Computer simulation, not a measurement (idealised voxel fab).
A process module follows: voxel self aligned vias.
This is section cut - it's 300 nm across, gridded in 5 nm square cells.
Notation: cross-section as square-cell grid; stated in bands, top first, going down; one or more cell rows per band.
What a band's entry tells you: where the top is and where the bottom is, as heights in nm, and after that what lies inside, material by material from left to right, each with its width in nm. Empty space is written as the word "blank", and a single material marked with the word "all across" occupies the band from edge to edge.
Note: height 0 marks the level under which the wafer is uniformly one material as received. Lowest band unbounded below, written "0 and below".
The two numbers in a width such as "30..40" mark its ends across the band: the first belongs to the top row of cells, the second to the bottom row, and from each row to the next the width moves by the same amount.
Where a step carries "remained unchanged", the cross-section came out of it unchanged, cell for cell.
Basically, "Listed closed voids" tells you about the enclosed voids: empty spaces with no open way to the top, 8 cells or bigger, each written width x height at distance, where distance is from the left edge, all in nm.
If you see something after the settings on a step's line, that's the simulator's own remark about that step.
overlay nm: for a step with a mask, the amount by which the mask lay right of where it was planned; a negative amount means left of it.

These are the steps we planned for the process:
1. RECEIVE | material Si
2. CONFORMAL_DEP | material SiO2 | thk nm 10
3. CONFORMAL_DEP | material SiCN | thk nm 5
4. DIRECTIONAL_DEP | material lowk | thk nm 30
5. MASKED_ETCH | tone open | mask id LINES | width nm 20 | pitch nm 70 | etch materials lowk | depth nm 30 | overlay nm 0
6. CONFORMAL_DEP | material TiN | thk nm 5
7. FILL_DEP | material Ru | thk nm 10
8. CMP | height nm 45
9. SELECTIVE_ETCH | etch materials W Ru TiN | depth nm 10
10. FILL_DEP | material SiN | thk nm 5
11. CMP | height nm 45
12. DIRECTIONAL_DEP | material lowk | thk nm 20
13. DIRECTIONAL_DEP | material aC | thk nm 15
14. PATTERN | tone open | mask id VIAS | material resist | width nm 40 | pitch nm 140 | thk nm 30 | overlay nm -15
15. DIRECTIONAL_ETCH | etch materials aC | depth nm 15
16. STRIP | etch materials resist
17. DIRECTIONAL_ETCH | etch materials lowk | depth nm 20
18. DIRECTIONAL_ETCH | etch materials SiN | depth nm 10
19. STRIP | etch materials aC
20. CONFORMAL_DEP | material TiN | thk nm 5
21. FILL_DEP | material Cu | thk nm 5
22. CMP | height nm 65
23. CONFORMAL_DEP | material SiCN | thk nm 5
What sets these wafers apart? The overlay nm at step 14. They all start alike, and the plan carries the first wafer's value.

After step 1, as received: first of several wafers, cross-section:
- 0 and below | Si all across
- Listed closed voids: none

End-of-module cross-section, first of several wafers, after last step 23:
- 70 down to 65 | SiCN all across
- 65 down to 50 | 45 of lowk  5 of TiN  30 of Cu  5 of TiN  100 of lowk  5 of TiN  30 of Cu  5 of TiN  75 of lowk
- 50 down to 45 | 45 of lowk  30 of TiN  5 of Cu  5 of TiN  100 of lowk  30 of TiN  5 of Cu  5 of TiN  75 of lowk
- 45 down to 40 | 70 of lowk  5 of TiN  5 of Cu  5 of TiN  5 of SiN  50 of lowk  20 of SiN  50 of lowk  5 of TiN  5 of Cu  5 of TiN  5 of SiN  70 of lowk
- 40 down to 35 | 70 of lowk  15 of TiN  5 of SiN  50 of lowk  20 of SiN  50 of lowk  15 of TiN  5 of SiN  70 of lowk
- 35 down to 20 | 70 of lowk  5 of TiN  10 of Ru  5 of TiN  50 of lowk  5 of TiN  10 of Ru  5 of TiN  50 of lowk  5 of TiN  10 of Ru  5 of TiN  70 of lowk
- 20 down to 15 | 70 of lowk  20 of TiN  50 of lowk  20 of TiN  50 of lowk  20 of TiN  70 of lowk
- 15 down to 10 | SiCN all across
- 10 down to 0 | SiO2 all across
- 0 and below | Si all across
- Listed closed voids: none

Cross-section of the last wafer at end of module:
- 70 down to 65 | SiCN all across
- 65 down to 50 | 75 of lowk  5 of TiN  30 of Cu  5 of TiN  100 of lowk  5 of TiN  30 of Cu  5 of TiN  45 of lowk
- 50 down to 45 | 75 of lowk  5 of TiN  5 of Cu  30 of TiN  100 of lowk  5 of TiN  5 of Cu  30 of TiN  45 of lowk
- 45 down to 40 | 70 of lowk  5 of SiN  5 of TiN  5 of Cu  5 of TiN  50 of lowk  20 of SiN  50 of lowk  5 of SiN  5 of TiN  5 of Cu  5 of TiN  70 of lowk
- 40 down to 35 | 70 of lowk  5 of SiN  15 of TiN  50 of lowk  20 of SiN  50 of lowk  5 of SiN  15 of TiN  70 of lowk
- 35 down to 20 | 70 of lowk  5 of TiN  10 of Ru  5 of TiN  50 of lowk  5 of TiN  10 of Ru  5 of TiN  50 of lowk  5 of TiN  10 of Ru  5 of TiN  70 of lowk
- 20 down to 15 | 70 of lowk  20 of TiN  50 of lowk  20 of TiN  50 of lowk  20 of TiN  70 of lowk
- 15 down to 10 | SiCN all across
- 10 down to 0 | SiO2 all across
- 0 and below | Si all across
- Listed closed voids: none

Row per wafer, end-of-module: cell gain (+)/loss (-) by material since the wafer came in, then closed voids:
overlay nm -15, +40 Cu, +18 Ru, +120 SiCN, +12 SiN, +120 SiO2, +66 TiN, +464 lowk, Listed closed voids: none
overlay nm -10, +44 Cu, +18 Ru, +120 SiCN, +8 SiN, +120 SiO2, +66 TiN, +464 lowk, Listed closed voids: none
overlay nm -5, +44 Cu, +18 Ru, +120 SiCN, +8 SiN, +120 SiO2, +66 TiN, +464 lowk, Listed closed voids: none
overlay nm 0, +44 Cu, +18 Ru, +120 SiCN, +8 SiN, +120 SiO2, +66 TiN, +464 lowk, Listed closed voids: none
overlay nm 5, +44 Cu, +18 Ru, +120 SiCN, +8 SiN, +120 SiO2, +66 TiN, +464 lowk, Listed closed voids: none
overlay nm 10, +44 Cu, +18 Ru, +120 SiCN, +8 SiN, +120 SiO2, +66 TiN, +464 lowk, Listed closed voids: none
overlay nm 15, +40 Cu, +18 Ru, +120 SiCN, +12 SiN, +120 SiO2, +66 TiN, +464 lowk, Listed closed voids: none
